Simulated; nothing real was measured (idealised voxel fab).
Process module heading - voxel wiring stack
For reference, the cross-section in this document is cut, with width 260 nm and square cells of 5 nm.
Cross-section spec: square-cell grid; bands listed top down; each band is one or more rows.
This entry defines a band. It first specifies the height of the band's top and the height of its bottom in nm, and then specifies the band's materials from left to right, stating each material with its width in nm. The word "everywhere" identifies a single material that fills the band from edge to edge, while the word "air" identifies empty space.
Counting heights begins at 0, where everything beneath is, in the wafer as received, one material. The lowest band has no bottom; it goes on downwards, as "from 0 down" shows.
Graded width ("30..40"): value in top row of band = first number; value in bottom row = second number; row-to-row change constant.
"nothing altered" -> step changed no cross-section cell.
Enclosed voids (no open way to top), threshold 8 cells or more, entry "Tabulated closed voids", notation width x height at distance, distance from left edge, nm.
Post-settings text on a step line: simulator's own remark regarding the step.
"overlay nm" denotes, for a step that has a mask, the displacement of the mask to the right of its planned place, with negative values corresponding to the left.
### This section lists the process steps that were planned
| 1 | RECEIVE: material Si |
| 2 | CONFORMAL_DEP: material SiO2, thk nm 15 |
| 3 | CONFORMAL_DEP: material SiCN, thk nm 5 |
| 4 | DIRECTIONAL_DEP: material lowk, thk nm 20 |
| 5 | MASKED_ETCH: tone open, mask id METAL_1, width nm 25, pitch nm 50, etch materials lowk, depth nm 20, overlay nm 0 |
| 6 | MASKED_ETCH: tone open, mask id METAL_1, width nm 25, pitch nm 50, etch materials SiCN, depth nm 5, overlay nm 0 |
| 7 | CONFORMAL_DEP: material TiN, thk nm 5 |
| 8 | FILL_DEP: material Cu, thk nm 10 |
| 9 | CMP: height nm 40 |
| 10 | CONFORMAL_DEP: material SiCN, thk nm 5 |
| 11 | DIRECTIONAL_DEP: material lowk, thk nm 15 |
| 12 | MASKED_ETCH: tone open, mask id PLUG_1, width nm 15, pitch nm 100, etch materials lowk, depth nm 15, overlay nm 0 |
| 13 | MASKED_ETCH: tone open, mask id PLUG_1, width nm 15, pitch nm 100, etch materials SiCN, depth nm 5, overlay nm 0 |
| 14 | EPI: material Ru, thk nm 10 |
| 15 | EPI: material Ru, thk nm 10 |
| 16 | CONFORMAL_DEP: material SiCN, thk nm 5 |
| 17 | DIRECTIONAL_DEP: material SiO2, thk nm 25 |
| 18 | DIRECTIONAL_DEP: material aC, thk nm 15 |
| 19 | PATTERN: tone open, mask id METAL_2, material resist, width nm 25, pitch nm 50, thk nm 30, overlay nm 0 |
| 20 | DIRECTIONAL_ETCH: etch materials aC, depth nm 15 |
| 21 | STRIP: etch materials resist |
| 22 | DIRECTIONAL_ETCH: etch materials SiO2, depth nm 25 |
| 23 | DIRECTIONAL_ETCH: etch materials SiCN, depth nm 5 |
| 24 | STRIP: etch materials aC |
| 25 | CONFORMAL_DEP: material TiN, thk nm 5 |
| 26 | FILL_DEP: material Cu, thk nm 5 |
| 27 | CMP: height nm 90 |
| 28 | CONFORMAL_DEP: material SiCN, thk nm 5 |
| 29 | DIRECTIONAL_DEP: material SiO2, thk nm 15 |
| 30 | DIRECTIONAL_DEP: material aC, thk nm 15 |
| 31 | PATTERN: tone open, mask id PLUG_2, material resist, width nm 15, pitch nm 50, thk nm 30, overlay nm 0 |
| 32 | DIRECTIONAL_ETCH: etch materials aC, depth nm 15 |
| 33 | STRIP: etch materials resist |
| 34 | DIRECTIONAL_ETCH: etch materials SiO2, depth nm 15 |
| 35 | DIRECTIONAL_ETCH: etch materials SiCN, depth nm 5 |
| 36 | STRIP: etch materials aC |
| 37 | CONFORMAL_DEP: material TiN, thk nm 5 |
| 38 | FILL_DEP: material Cu, thk nm 10 |
| 39 | CMP: height nm 110 |
| 40 | DIRECTIONAL_DEP: material TiN, thk nm 5 |
| 41 | DIRECTIONAL_DEP: material Ru, thk nm 20 |
| 42 | PATTERN: tone cover, mask id METAL_3, material resist, width nm 25, pitch nm 50, thk nm 15, overlay nm 0 |
| 43 | DIRECTIONAL_ETCH: etch materials Ru, depth nm 20 |
| 44 | DIRECTIONAL_ETCH: etch materials TiN, depth nm 5 |
| 45 | STRIP: etch materials resist |
| 46 | FILL_DEP: material lowk, thk nm 5 |
| 47 | CMP: height nm 135 |
| 48 | CONFORMAL_DEP: material SiCN, thk nm 5 |
| 49 | DIRECTIONAL_DEP: material lowk, thk nm 20 |
| 50 | MASKED_ETCH: tone open, mask id PLUG_3, width nm 15, pitch nm 50, etch materials lowk, depth nm 20, overlay nm 0 |
| 51 | MASKED_ETCH: tone open, mask id PLUG_3, width nm 15, pitch nm 50, etch materials SiCN, depth nm 5, overlay nm 0 |
| 52 | EPI: material Ru, thk nm 10 |
| 53 | EPI: material Ru, thk nm 10 |
| 54 | EPI: material Ru, thk nm 5 |
| 55 | CONFORMAL_DEP: material SiCN, thk nm 5 |
| 56 | DIRECTIONAL_DEP: material lowk, thk nm 15 |
| 57 | PATTERN: tone open, mask id METAL_4, material resist, width nm 25, pitch nm 50, thk nm 15, overlay nm 0 |
| 58 | DIRECTIONAL_ETCH: etch materials lowk, depth nm 15 |
| 59 | DIRECTIONAL_ETCH: etch materials SiCN, depth nm 5 |
| 60 | STRIP: etch materials resist |
| 61 | CONFORMAL_DEP: material TiN, thk nm 5 |
| 62 | FILL_DEP: material Ru, thk nm 5 |
| 63 | CMP: height nm 180 |
| 64 | CONFORMAL_DEP: material SiCN, thk nm 5 |
### Cross-section of the wafer upon arrival, representing the state reached after step 1
	from 0 down: Si everywhere
	Tabulated closed voids: none
### Cross-section taken at module completion on the first of two wafers; processed per the plan
	from 185 to 180: SiCN everywhere
	from 180 to 165: lowk: 40 | TiN: 5 | Ru: 15 | TiN: 5 | lowk: 25 | TiN: 5 | Ru: 15 | TiN: 5 | lowk: 25 | TiN: 5 | Ru: 15 | TiN: 5 | lowk: 25 | TiN: 5 | Ru: 15 | TiN: 5 | lowk: 45
	from 165 to 160: SiCN: 40 | TiN: 25 | SiCN: 25 | TiN: 25 | SiCN: 25 | TiN: 25 | SiCN: 25 | TiN: 25 | SiCN: 45
	from 160 to 140: lowk: 40 | Ru: 15 | lowk: 35 | Ru: 15 | lowk: 35 | Ru: 15 | lowk: 35 | Ru: 15 | lowk: 55
	from 140 to 135: SiCN: 40 | Ru: 15 | SiCN: 35 | Ru: 15 | SiCN: 35 | Ru: 15 | SiCN: 35 | Ru: 15 | SiCN: 55
	from 135 to 115: lowk: 40 | Ru: 25 | lowk: 25 | Ru: 25 | lowk: 25 | Ru: 25 | lowk: 25 | Ru: 25 | lowk: 45
	from 115 to 110: lowk: 40 | TiN: 25 | lowk: 25 | TiN: 25 | lowk: 25 | TiN: 25 | lowk: 25 | TiN: 25 | lowk: 45
	from 110 to 95: SiO2: 40 | TiN: 5 | Cu: 5 | TiN: 5 | SiO2: 35 | TiN: 5 | Cu: 5 | TiN: 5 | SiO2: 35 | TiN: 5 | Cu: 5 | TiN: 5 | SiO2: 35 | TiN: 5 | Cu: 5 | TiN: 5 | SiO2: 55
	from 95 to 90: SiCN: 40 | TiN: 15 | SiCN: 35 | TiN: 15 | SiCN: 35 | TiN: 15 | SiCN: 35 | TiN: 15 | SiCN: 55
	from 90 to 65: SiO2: 40 | TiN: 5 | Cu: 15 | TiN: 5 | SiO2: 25 | TiN: 5 | Cu: 15 | TiN: 5 | SiO2: 25 | TiN: 5 | Cu: 15 | TiN: 5 | SiO2: 25 | TiN: 5 | Cu: 15 | TiN: 5 | SiO2: 45
	from 65 to 60: SiCN: 40 | TiN: 25 | SiCN: 25 | TiN: 25 | SiCN: 25 | TiN: 25 | SiCN: 25 | TiN: 25 | SiCN: 45
	from 60 to 45: lowk: 40 | Ru: 15 | lowk: 85 | Ru: 15 | lowk: 105
	from 45 to 40: SiCN: 40 | Ru: 15 | SiCN: 85 | Ru: 15 | SiCN: 105
	from 40 to 20: lowk: 40 | TiN: 5 | Cu: 15 | TiN: 5 | lowk: 25 | TiN: 5 | Cu: 15 | TiN: 5 | lowk: 25 | TiN: 5 | Cu: 15 | TiN: 5 | lowk: 25 | TiN: 5 | Cu: 15 | TiN: 5 | lowk: 45
	from 20 to 15: SiCN: 40 | TiN: 25 | SiCN: 25 | TiN: 25 | SiCN: 25 | TiN: 25 | SiCN: 25 | TiN: 25 | SiCN: 45
	from 15 to 0: SiO2 everywhere
	from 0 down: Si everywhere
	Tabulated closed voids: none
### Same start, same plan as the first wafer - but one mistake in the run. Cross-section of the second of the two at the end of the module
	from 185 to 180: SiCN everywhere
	from 180 to 165: lowk: 40 | TiN: 5 | Ru: 15 | TiN: 5 | lowk: 25 | TiN: 5 | Ru: 15 | TiN: 5 | lowk: 25 | TiN: 5 | Ru: 15 | TiN: 5 | lowk: 25 | TiN: 5 | Ru: 15 | TiN: 5 | lowk: 45
	from 165 to 160: SiCN: 40 | TiN: 25 | SiCN: 25 | TiN: 25 | SiCN: 25 | TiN: 25 | SiCN: 25 | TiN: 25 | SiCN: 45
	from 160 to 140: lowk: 40 | Ru: 15 | lowk: 35 | Ru: 15 | lowk: 35 | Ru: 15 | lowk: 35 | Ru: 15 | lowk: 55
	from 140 to 135: SiCN: 40 | Ru: 15 | SiCN: 35 | Ru: 15 | SiCN: 35 | Ru: 15 | SiCN: 35 | Ru: 15 | SiCN: 55
	from 135 to 115: lowk: 40 | Ru: 25 | lowk: 25 | Ru: 25 | lowk: 25 | Ru: 25 | lowk: 25 | Ru: 25 | lowk: 45
	from 115 to 110: lowk: 40 | TiN: 25 | lowk: 25 | TiN: 25 | lowk: 25 | TiN: 25 | lowk: 25 | TiN: 25 | lowk: 45
	from 110 to 95: Cu: 35 | TiN: 5 | SiO2: 15 | TiN: 5 | Cu: 25 | TiN: 5 | SiO2: 15 | TiN: 5 | Cu: 25 | TiN: 5 | SiO2: 15 | TiN: 5 | Cu: 25 | TiN: 5 | SiO2: 15 | TiN: 5 | Cu: 50
	from 95 to 90: TiN: 40 | SiCN: 15 | TiN: 35 | SiCN: 15 | TiN: 35 | SiCN: 15 | TiN: 35 | SiCN: 15 | TiN: 55
	from 90 to 65: SiO2: 40 | TiN: 5 | Cu: 15 | TiN: 5 | SiO2: 25 | TiN: 5 | Cu: 15 | TiN: 5 | SiO2: 25 | TiN: 5 | Cu: 15 | TiN: 5 | SiO2: 25 | TiN: 5 | Cu: 15 | TiN: 5 | SiO2: 45
	from 65 to 60: SiCN: 40 | TiN: 25 | SiCN: 25 | TiN: 25 | SiCN: 25 | TiN: 25 | SiCN: 25 | TiN: 25 | SiCN: 45
	from 60 to 45: lowk: 40 | Ru: 15 | lowk: 85 | Ru: 15 | lowk: 105
	from 45 to 40: SiCN: 40 | Ru: 15 | SiCN: 85 | Ru: 15 | SiCN: 105
	from 40 to 20: lowk: 40 | TiN: 5 | Cu: 15 | TiN: 5 | lowk: 25 | TiN: 5 | Cu: 15 | TiN: 5 | lowk: 25 | TiN: 5 | Cu: 15 | TiN: 5 | lowk: 25 | TiN: 5 | Cu: 15 | TiN: 5 | lowk: 45
	from 20 to 15: SiCN: 40 | TiN: 25 | SiCN: 25 | TiN: 25 | SiCN: 25 | TiN: 25 | SiCN: 25 | TiN: 25 | SiCN: 45
	from 15 to 0: SiO2 everywhere
	from 0 down: Si everywhere
	Tabulated closed voids: none
So what did we get wrong on this run? rather than as planned, step 31 actually ran as PATTERN: tone cover, mask id PLUG_2, material resist, width nm 15, pitch nm 50, thk nm 30, overlay nm 0
Final cells, second wafer relative to first, materials higher or lower: 84 more of Cu, 28 fewer of SiCN, 84 fewer of SiO2, 28 more of TiN
